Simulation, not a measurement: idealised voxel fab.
process module | voxel wiring stack
cross-section cut | 200 nm wide | cells 5 nm
A cross-section is a grid of square cells, given in bands from the top down. A band is one or more rows of cells.
Each band's line starts with the height of the band's top and of its bottom, in nm. Then come its materials from left to right, each with its width in nm. One material with "throughout" fills the band from edge to edge. "air" is empty space.
Height 0 is the level under which the wafer as received is all one material. The lowest band goes on downwards, as in "0 down".
A width such as "30 to 40" changes by the same amount from each row of cells to the next, from the band's top row to its bottom row.
"no change" after a step means that no cell of the cross-section changed.
closed voids: empty space of 8 cells or more with no open way to the top, each as width x height at its distance from the left edge, in nm
after a step's settings: what the simulator itself notes on the step
overlay nm, on a step with a mask: how far to the right of its planned place the mask lay; to the left if negative
plan
1 op RECEIVE | material Si
2 op CONFORMAL_DEP | material SiO2 | thk nm 10
3 op DIRECTIONAL_DEP | material TiN | thk nm 5
4 op DIRECTIONAL_DEP | material Ru | thk nm 25
5 op PATTERN | tone cover | mask id METAL_1 | material resist | width nm 30 | pitch nm 45 | thk nm 20 | overlay nm 0
6 op DIRECTIONAL_ETCH | etch materials Ru | depth nm 25
7 op DIRECTIONAL_ETCH | etch materials TiN | depth nm 5
8 op STRIP | etch materials resist
9 op FILL_DEP | material SiO2 | thk nm 10
10 op CMP | height nm 40
11 op CONFORMAL_DEP | material SiCN | thk nm 5
12 op DIRECTIONAL_DEP | material lowk | thk nm 10
13 op PATTERN | tone open | mask id PLUG_1 | material resist | width nm 15 | pitch nm 45 | thk nm 15 | overlay nm 0
14 op DIRECTIONAL_ETCH | etch materials lowk | depth nm 10
15 op DIRECTIONAL_ETCH | etch materials SiCN | depth nm 5
16 op STRIP | etch materials resist
17 op CONFORMAL_DEP | material TiN | thk nm 5
18 op FILL_DEP | material Cu | thk nm 5
19 op CMP | height nm 55
20 op CONFORMAL_DEP | material SiCN | thk nm 5
21 op DIRECTIONAL_DEP | material lowk | thk nm 25
22 op PATTERN | tone open | mask id METAL_2 | material resist | width nm 30 | pitch nm 45 | thk nm 15 | overlay nm 0
23 op DIRECTIONAL_ETCH | etch materials lowk | depth nm 25
24 op DIRECTIONAL_ETCH | etch materials SiCN | depth nm 5
25 op STRIP | etch materials resist
26 op CONFORMAL_DEP | material TiN | thk nm 5
27 op FILL_DEP | material Ru | thk nm 10
28 op CMP | height nm 85
29 op EPI | material Ru | thk nm 5
30 op FILL_DEP | material SiCN | thk nm 5
as received, after step 1
  0 down: Si throughout
  closed voids: none
a wafer at the end: this start, this plan, one mistake
  95 to 90: SiCN throughout
  90 to 85: Ru 45 | SiCN 20 | Ru 25 | SiCN 20 | Ru 25 | SiCN 20 | Ru 45
  85 to 60: Ru 35 | TiN 5 | lowk 30 | TiN 5 | Ru 5 | TiN 5 | lowk 30 | TiN 5 | Ru 5 | TiN 5 | lowk 30 | TiN 5 | Ru 35
  60 to 55: TiN 40 | SiCN 30 | TiN 15 | SiCN 30 | TiN 15 | SiCN 30 | TiN 40
  55 to 45: lowk 40 | TiN 5 | Cu 5 | TiN 5 | lowk 30 | TiN 5 | Cu 5 | TiN 5 | lowk 30 | TiN 5 | Cu 5 | TiN 5 | lowk 55
  45 to 40: SiCN 40 | TiN 15 | SiCN 30 | TiN 15 | SiCN 30 | TiN 15 | SiCN 55
  40 to 15: SiO2 40 | Ru 30 | SiO2 15 | Ru 30 | SiO2 15 | Ru 30 | SiO2 40
  15 to 10: SiO2 40 | TiN 30 | SiO2 15 | TiN 30 | SiO2 15 | TiN 30 | SiO2 40
  10 to 0: SiO2 throughout
  0 down: Si throughout
  closed voids: none
what went wrong: step 22 ran as: op PATTERN | tone cover | mask id METAL_2 | material resist | width nm 30 | pitch nm 45 | thk nm 15 | overlay nm 0
